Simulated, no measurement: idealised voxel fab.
Presented below is a process module, voxel self aligned contacts.
cross-section cut | 255 nm wide | cells 5 nm
In what follows, cross-sections appear as grids of square cells, described through bands that run from the top down, where every band is one or more rows of cells. Heights first: top, then bottom, in nm. Then materials, left to right, each with a width in nm. "all across" on a single material: fills the band edge to edge. "empty": empty space. Heights are expressed relative to 0, this being the level below which the as-received wafer comprises one material exclusively. The lowest band is unbounded in the downward direction and is denoted as in "top 0, no bottom". When a width is written as two numbers, as in "30..40", the first number is the width in the top row of cells of the band and the second is the width in its bottom row, and the width changes by the same amount from each row to the next. When a step is marked "no alteration", none of the cells in the cross-section changed during that step. This entry, "Sealed voids", enumerates those empty regions of no fewer than 8 cells that possess no open connection to the top. Each region is reported in the form width x height at distance, the distance being taken from the left edge, with all three quantities expressed in nm. Step line, after settings: the simulator's comment on this step. overlay nm: mask right of planned place by this much (step with mask). Neg. = left.
Intended process steps
1,RECEIVE,material Si
2,CONFORMAL_DEP,material SiO2,thk nm 5
3,DIRECTIONAL_DEP,material polySi,thk nm 30
4,DIRECTIONAL_DEP,material SiN,thk nm 25
5,DIRECTIONAL_DEP,material aC,thk nm 15
6,PATTERN,tone cover,mask id GATE,material resist,width nm 35,pitch nm 75,thk nm 35,overlay nm 0
7,DIRECTIONAL_ETCH,etch materials aC,depth nm 15
8,STRIP,etch materials resist
9,DIRECTIONAL_ETCH,etch materials SiN,depth nm 25
10,DIRECTIONAL_ETCH,etch materials polySi,depth nm 30
11,STRIP,etch materials aC
12,CONFORMAL_DEP,material SiN,thk nm 10
13,DIRECTIONAL_ETCH,etch materials SiN,depth nm 10
14,FILL_DEP,material SiO2,thk nm 15
15,CMP,height nm 70
16,MASKED_ETCH,tone open,mask id CONTACT,width nm 60,etch materials SiO2,depth nm 70,overlay nm 0
17,CONFORMAL_DEP,material TiN,thk nm 5
18,FILL_DEP,material W,thk nm 10
19,CMP,height nm 70
20,CONFORMAL_DEP,material SiN,thk nm 5
The cross-section here shows the wafer as received, i.e. in its state after step 1
top 0, no bottom: Si all across
Sealed voids: none
Here's the cross-section of the first of our two wafers at the end of the module - it ran as planned
top 75, bottom 70: SiN all across
top 70, bottom 60: 95 of SiO2 | 5..25 of TiN | 50..10 of W | 5..25 of TiN | 100 of SiO2
top 60, bottom 35: 60 of SiO2 | 55 of SiN | 5 of TiN | 10 of W | 5 of TiN | 55 of SiN | 65 of SiO2
top 35, bottom 5: 60 of SiO2 | 10 of SiN | 35 of polySi | 10 of SiN | 5 of TiN | 10 of W | 5 of TiN | 10 of SiN | 35 of polySi | 10 of SiN | 65 of SiO2
top 5, bottom 0: 115 of SiO2 | 20 of TiN | 120 of SiO2
top 0, no bottom: Si all across
Sealed voids: none
Second wafer cross-section at end of module - shared start and plan with the first, one mistake in the run
top 80, bottom 75: SiN all across
top 75, bottom 70: 100 of TiN | 50 of W | 105 of TiN
top 70, bottom 60: 95 of SiO2 | 5..25 of TiN | 50..10 of W | 5..25 of TiN | 100 of SiO2
top 60, bottom 35: 60 of SiO2 | 55 of SiN | 5 of TiN | 10 of W | 5 of TiN | 55 of SiN | 65 of SiO2
top 35, bottom 5: 60 of SiO2 | 10 of SiN | 35 of polySi | 10 of SiN | 5 of TiN | 10 of W | 5 of TiN | 10 of SiN | 35 of polySi | 10 of SiN | 65 of SiO2
top 5, bottom 0: 115 of SiO2 | 20 of TiN | 120 of SiO2
top 0, no bottom: Si all across
Sealed voids: none
Heads up, the wafer didn't run the way we planned it: step 19 went in with a setting other than planned; the actual run was CMP,height nm 75
The final cell counts differ between the wafers, with the second having more or fewer of some materials than the first: TiN +41, W +10
